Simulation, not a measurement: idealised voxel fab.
process module | voxel gate over fins
cross-section cut | 245 nm wide | cells 5 nm
A cross-section is a grid of square cells, given in bands from the top down. A band is one or more rows of cells.
Each band's line starts with the height of the band's top and of its bottom, in nm. Then come its materials from left to right, each with its width in nm. One material with "throughout" fills the band from edge to edge. "air" is empty space.
Height 0 is the level under which the wafer as received is all one material. The lowest band goes on downwards, as in "0 down".
A width such as "30 to 40" changes by the same amount from each row of cells to the next, from the band's top row to its bottom row.
"no change" after a step means that no cell of the cross-section changed.
closed voids: empty space of 8 cells or more with no open way to the top, each as width x height at its distance from the left edge, in nm
after a step's settings: what the simulator itself notes on the step
overlay nm, on a step with a mask: how far to the right of its planned place the mask lay; to the left if negative
plan
1 op RECEIVE | material Si
2 op CONFORMAL_DEP | material SiN | thk nm 5
3 op PATTERN | tone cover | mask id FINS | material resist | width nm 15 | pitch nm 35 | thk nm 20 | overlay nm 0
4 op DIRECTIONAL_ETCH | etch materials SiN | depth nm 5
5 op DIRECTIONAL_ETCH | etch materials Si | depth nm 30
6 op STRIP | etch materials resist
7 op FILL_DEP | material SiO2 | thk nm 10
8 op CMP | height nm 5
9 op SELECTIVE_ETCH | etch materials SiO2 | depth nm 20
10 op STRIP | etch materials SiN
11 op CONFORMAL_DEP | material HfO2 | thk nm 5
12 op CONFORMAL_DEP | material TiN | thk nm 5
13 op CONFORMAL_DEP | material TiAl | thk nm 5
14 op CONFORMAL_DEP | material TiN | thk nm 5
15 op FILL_DEP | material W | thk nm 15
16 op CMP | height nm 30
17 op CONFORMAL_DEP | material SiCN | thk nm 5
as received, after step 1
  0 down: Si throughout
  closed voids: none
first wafer at the end, as planned
  35 to 30: SiCN throughout
  30 to 20: W throughout
  20 to 15: W 75 | TiN 90 | W 80
  15 to 10: W 75 | TiN 5 | TiAl 80 | TiN 5 | W 80
  10 to 5: W 75 | TiN 5 | TiAl 5 | TiN 70 | TiAl 5 | TiN 5 | W 80
  5 to 0: TiN 80 | TiAl 5 | TiN 5 | HfO2 25 | TiN 10 | HfO2 25 | TiN 5 | TiAl 5 | TiN 85
  0 to -5: TiAl 85 | TiN 5 | HfO2 5 | Si 15 | HfO2 5 | TiN 10 | HfO2 5 | Si 15 | HfO2 5 | TiN 5 | TiAl 90
  -5 to -10: TiN 90 | HfO2 5 | Si 15 | HfO2 5 | TiN 10 | HfO2 5 | Si 15 | HfO2 5 | TiN 95
  -10 to -15: HfO2 95 | Si 15 | HfO2 20 | Si 15 | HfO2 100
  -15 to -30: SiO2 95 | Si 15 | SiO2 20 | Si 15 | SiO2 100
  -30 down: Si throughout
  closed voids: none
second wafer at the end: like start, like plan, one mistake
  35 to 30: SiCN throughout
  30 to 20: W throughout
  20 to 15: W 75 | TiN 95 | W 75
  15 to 10: W 75 | TiN 5 | TiAl 85 | TiN 5 | W 75
  10 to 5: W 75 | TiN 5 | TiAl 5 | TiN 75 | TiAl 5 | TiN 5 | W 75
  5 to 0: TiN 80 | TiAl 5 | TiN 5 | HfO2 30 | TiN 5 | HfO2 30 | TiN 5 | TiAl 5 | TiN 80
  0 to -5: TiAl 85 | TiN 5 | HfO2 5 | Si 20 | HfO2 5 | TiN 5 | HfO2 5 | Si 20 | HfO2 5 | TiN 5 | TiAl 85
  -5 to -10: TiN 90 | HfO2 5 | Si 20 | HfO2 5 | TiN 5 | HfO2 5 | Si 20 | HfO2 5 | TiN 90
  -10 to -15: HfO2 95 | Si 20 | HfO2 15 | Si 20 | HfO2 95
  -15 to -30: SiO2 95 | Si 20 | SiO2 15 | Si 20 | SiO2 95
  -30 down: Si throughout
  closed voids: none
what went wrong: step 3 ran as: op PATTERN | tone cover | mask id FINS | material resist | width nm 20 | pitch nm 35 | thk nm 20 | overlay nm 0
at the end the second wafer has, in cells: 12 more of Si | 6 fewer of SiO2 | 3 fewer of TiN | 3 fewer of W
